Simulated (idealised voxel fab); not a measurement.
process module | voxel self aligned vias
Xsec cut, 145 nm wide, square cell size 5 nm.
For the purposes of this document, a cross-section shall be understood as a grid of square cells, specified as bands listed in top-to-bottom order, each band consisting of one or more rows of cells. For a band, the entry starts with two heights in nm, that of the top and then that of the bottom, and carries on with the band's materials in order from left to right, each alongside its width in nm; the word "edge to edge" beside a single material means it fills the band edge to edge, and "air" means empty space. The level at which height equals 0 is the one under which the wafer, as it arrives, is entirely one material. No lower edge exists for the bottom band, which continues downward and is notated as in "0 -> down". Note: "30 to 40" means the width goes from the first number (top row of the band) to the second number (bottom row) in equal steps per row of cells. What does "no modification" mean for a step? It means no cell of the cross-section changed in that step. Empty spaces without an open route to the top, at least 8 cells in extent, make up the entry "Enclosed void entries"; each is given as width x height at distance, where the distance is measured from the left edge, and all are in nm. Where a step's line continues beyond its settings, the continuation is a remark by the simulator itself on that step. overlay nm, on a step with a mask: how far to the right of its planned place the mask lay; to the left if negative.

**This section lists the process steps that were planned**
| 1 | RECEIVE: material Si |
| 2 | CONFORMAL_DEP: material SiO2, thk nm 10 |
| 3 | CONFORMAL_DEP: material SiCN, thk nm 5 |
| 4 | DIRECTIONAL_DEP: material SiO2, thk nm 30 |
| 5 | MASKED_ETCH: tone open, mask id LINES, width nm 30, pitch nm 55, etch materials SiO2, depth nm 30, overlay nm 0 |
| 6 | CONFORMAL_DEP: material TiN, thk nm 5 |
| 7 | FILL_DEP: material W, thk nm 5 |
| 8 | CMP: height nm 45 |
| 9 | SELECTIVE_ETCH: etch materials W Ru TiN, depth nm 5 |
| 10 | FILL_DEP: material SiN, thk nm 5 |
| 11 | CMP: height nm 45 |
| 12 | DIRECTIONAL_DEP: material SiO2, thk nm 15 |
| 13 | MASKED_ETCH: tone open, mask id VIAS, width nm 40, etch materials SiO2, depth nm 15, overlay nm 0 |
| 14 | MASKED_ETCH: tone open, mask id VIAS, width nm 40, etch materials SiN, depth nm 5, overlay nm 0 |
| 15 | CONFORMAL_DEP: material TiN, thk nm 5 |
| 16 | FILL_DEP: material Ru, thk nm 5 |
| 17 | CMP: height nm 60 |
| 18 | CONFORMAL_DEP: material SiN, thk nm 5 |

**Incoming wafer in cross-section (state: after step 1)**
> 0 -> down: Si edge to edge
> Enclosed void entries: none

**Wafer cross-section at end of module: start and plan as shown above, one execution error**
> 75 -> 60: SiN edge to edge
> 60 -> 50: 25 SiO2, 5 TiN, 30 Ru, 5 TiN, 80 SiO2
> 50 -> 45: 25 SiO2, 10 TiN, 20 Ru, 10 TiN, 80 SiO2
> 45 -> 40: 30 SiO2, 30 TiN, 25 SiO2, 30 SiN, 30 SiO2
> 40 -> 20: 30 SiO2, 5 TiN, 20 W, 5 TiN, 25 SiO2, 5 TiN, 20 W, 5 TiN, 30 SiO2
> 20 -> 15: 30 SiO2, 30 TiN, 25 SiO2, 30 TiN, 30 SiO2
> 15 -> 10: SiCN edge to edge
> 10 -> 0: SiO2 edge to edge
> 0 -> down: Si edge to edge
> Enclosed void entries: none
Processing error: step 18 went in with a setting other than planned; the actual run was CONFORMAL_DEP: material SiN, thk nm 15
